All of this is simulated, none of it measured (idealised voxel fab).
The name of this process module is voxel fin reveal.
Cross-section cut spans 190 nm and uses square cells 5 nm in size.
Bands, listed from the top down, are how a cross-section gets written in this document; the cross-section itself is a grid of square cells, and a band is one or more rows of them.
First you get the band's top height and its bottom height, in nm, and then the materials it's made of, left to right, with each width in nm. If you see a single material with "all across", that one covers the band edge to edge. "empty" is empty space.
Heights from 0 (as-received wafer is one material below). Bottom band endless downward, as "0 nm and below".
So if you see something like "30->40" for the width, read it as the top row of the band sitting at the first number and the bottom row at the second, with every row in between moving by the same amount as the last.
You'll sometimes find "no change" written for a step, and that's the way of saying that nowhere in the cross-section did a cell change during that step.
"Entrapped voids" specifies each empty space that is not open to the top and that occupies no fewer than 8 cells, using the form width x height at distance, the distance measured from the left edge and all three quantities in nm.
The remark found on a step's line after its settings is issued by the simulator itself and pertains to that step.
"overlay nm" denotes, for a step that has a mask, the displacement of the mask to the right of its planned place, with negative values corresponding to the left.

### Process steps - plan
1: RECEIVE [material Si]
2: CONFORMAL_DEP [material SiN] [thk nm 10]
3: DIRECTIONAL_DEP [material aC] [thk nm 10]
4: PATTERN [tone cover] [mask id FINS] [material resist] [width nm 15] [pitch nm 40] [thk nm 25] [overlay nm 0]
5: DIRECTIONAL_ETCH [etch materials aC] [depth nm 10]
6: STRIP [etch materials resist]
7: DIRECTIONAL_ETCH [etch materials SiN] [depth nm 10]
8: DIRECTIONAL_ETCH [etch materials Si] [depth nm 30]
9: STRIP [etch materials aC]
10: FILL_DEP [material SiO2] [thk nm 10]
11: CMP [height nm 10]
12: SELECTIVE_ETCH [etch materials SiO2] [depth nm 20]
13: STRIP [etch materials SiN]
14: CONFORMAL_DEP [material SiO2] [thk nm 5]
Split variable: width nm, step 4. Plan value = first wafer. Wafers start alike.

### Cross-sectional view of the first of several wafers in the as-received condition, corresponding to the state following step 1
0 nm and below = Si all across
Entrapped voids: none

### First wafer of several, cross-section, module end, after step 14 (last)
5 nm to 0 nm = empty 60 nm, then SiO2 25 nm, then empty 15 nm, then SiO2 25 nm, then empty 65 nm
0 nm to -5 nm = empty 60 nm, then SiO2 5 nm, then Si 15 nm, then SiO2 5 nm, then empty 15 nm, then SiO2 5 nm, then Si 15 nm, then SiO2 5 nm, then empty 65 nm
-5 nm to -30 nm = SiO2 65 nm, then Si 15 nm, then SiO2 25 nm, then Si 15 nm, then SiO2 70 nm
-30 nm and below = Si all across
Entrapped voids: none

### Last-wafer cross-section at the end of the module
5 nm to 0 nm = empty 55 nm, then SiO2 35 nm, then empty 5 nm, then SiO2 35 nm, then empty 60 nm
0 nm to -5 nm = empty 55 nm, then SiO2 5 nm, then Si 25 nm, then SiO2 5 nm, then empty 5 nm, then SiO2 5 nm, then Si 25 nm, then SiO2 5 nm, then empty 60 nm
-5 nm to -30 nm = SiO2 60 nm, then Si 25 nm, then SiO2 15 nm, then Si 25 nm, then SiO2 65 nm
-30 nm and below = Si all across
Entrapped voids: none

### Row per wafer, end-of-module: cell gain (+)/loss (-) by material since the wafer came in, then closed voids
width nm 15 | -192 Si | +174 SiO2 | Entrapped voids: none
width nm 20 | -180 Si | +166 SiO2 | Entrapped voids: none
width nm 25 | -168 Si | +158 SiO2 | Entrapped voids: none
